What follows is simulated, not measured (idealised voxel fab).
A process module follows: voxel air gaps.
The cross-section shown here is cut; it is 175 nm wide and divided into square cells measuring 5 nm on a side.
This document writes a cross-section as a grid whose cells are square, and gives it as bands, listed from the top down; one or more rows of cells form a band. Band entry format. Leading values: height of top, height of bottom, nm. Remainder: materials in left-to-right order, each with its width in nm. Special words: "full width" on a single material, which then fills the band edge to edge; "air", empty space. Heights are expressed relative to 0, this being the level below which the as-received wafer comprises one material exclusively. The lowest band is unbounded in the downward direction and is denoted as in "0 -> down". A width such as "30 to 40" changes by the same amount from each row of cells to the next, from the band's top row to its bottom row. "nothing was modified" -> step changed no cross-section cell. Enclosed voids (no open way to top), threshold 8 cells or more, entry "Closed cavity list", notation width x height at distance, distance from left edge, nm. Step line, after settings: the simulator's comment on this step. overlay nm: how far to the right of its planned place the mask lay on this masked step (negative: to the left).

Planned step list for the process:
- 1: RECEIVE, material Si
- 2: CONFORMAL_DEP, material SiO2, thk nm 15
- 3: CONFORMAL_DEP, material SiCN, thk nm 5
- 4: DIRECTIONAL_DEP, material SiO2, thk nm 30
- 5: MASKED_ETCH, tone open, mask id LINES, width nm 20, pitch nm 45, etch materials SiO2, depth nm 30, overlay nm 0
- 6: CONFORMAL_DEP, material TiN, thk nm 5
- 7: FILL_DEP, material Cu, thk nm 10
- 8: CMP, height nm 50
- 9: EPI, material Ru, thk nm 10
- 10: SELECTIVE_ETCH, etch materials SiO2, depth nm 40
- 11: CONFORMAL_DEP, material SiCN, thk nm 5

Here's what the wafer looked like in cross-section when it arrived - that's after step 1:
> 0 -> down = Si full width
> Closed cavity list: none

Cross-section, first of two wafers, end of module, run as planned:
> 65 -> 60 = air 15 nm, SiCN 140 nm, air 20 nm
> 60 -> 50 = air 15 nm, SiCN 5 nm, Ru 40 nm, SiCN 5 nm, Ru 40 nm, SiCN 5 nm, Ru 40 nm, SiCN 5 nm, air 20 nm
> 50 -> 45 = air 15 nm, SiCN 15 nm, TiN 5 nm, Cu 10 nm, TiN 5 nm, SiCN 25 nm, TiN 5 nm, Cu 10 nm, TiN 5 nm, SiCN 25 nm, TiN 5 nm, Cu 10 nm, TiN 5 nm, SiCN 15 nm, air 20 nm
> 45 -> 25 = air 25 nm, SiCN 5 nm, TiN 5 nm, Cu 10 nm, TiN 5 nm, SiCN 5 nm, air 15 nm, SiCN 5 nm, TiN 5 nm, Cu 10 nm, TiN 5 nm, SiCN 5 nm, air 15 nm, SiCN 5 nm, TiN 5 nm, Cu 10 nm, TiN 5 nm, SiCN 5 nm, air 30 nm
> 25 -> 20 = SiCN 30 nm, TiN 20 nm, SiCN 25 nm, TiN 20 nm, SiCN 25 nm, TiN 20 nm, SiCN 35 nm
> 20 -> 15 = SiCN full width
> 15 -> 0 = SiO2 full width
> 0 -> down = Si full width
> Closed cavity list: 15 x 20 at 55; 15 x 20 at 100

So this is wafer number two of the two, cut at the end of the module - it started where the first did and had the same plan, we just got one thing wrong running it:
> 65 -> 60 = air 5 nm, SiCN 140 nm, air 30 nm
> 60 -> 50 = air 5 nm, SiCN 5 nm, Ru 40 nm, SiCN 5 nm, Ru 40 nm, SiCN 5 nm, Ru 40 nm, SiCN 5 nm, air 30 nm
> 50 -> 45 = air 5 nm, SiCN 15 nm, TiN 5 nm, Cu 10 nm, TiN 5 nm, SiCN 25 nm, TiN 5 nm, Cu 10 nm, TiN 5 nm, SiCN 25 nm, TiN 5 nm, Cu 10 nm, TiN 5 nm, SiCN 15 nm, air 30 nm
> 45 -> 25 = air 15 nm, SiCN 5 nm, TiN 5 nm, Cu 10 nm, TiN 5 nm, SiCN 5 nm, air 15 nm, SiCN 5 nm, TiN 5 nm, Cu 10 nm, TiN 5 nm, SiCN 5 nm, air 15 nm, SiCN 5 nm, TiN 5 nm, Cu 10 nm, TiN 5 nm, SiCN 5 nm, air 40 nm
> 25 -> 20 = SiCN 20 nm, TiN 20 nm, SiCN 25 nm, TiN 20 nm, SiCN 25 nm, TiN 20 nm, SiCN 45 nm
> 20 -> 15 = SiCN full width
> 15 -> 0 = SiO2 full width
> 0 -> down = Si full width
> Closed cavity list: 15 x 20 at 45; 15 x 20 at 90
The plan and the run diverged here: step 5 ran differently from the plan; actual operation with settings: MASKED_ETCH, tone open, mask id LINES, width nm 20, pitch nm 45, etch materials SiO2, depth nm 30, overlay nm -10
Both wafers, final: cells per material equal; arrangement not.
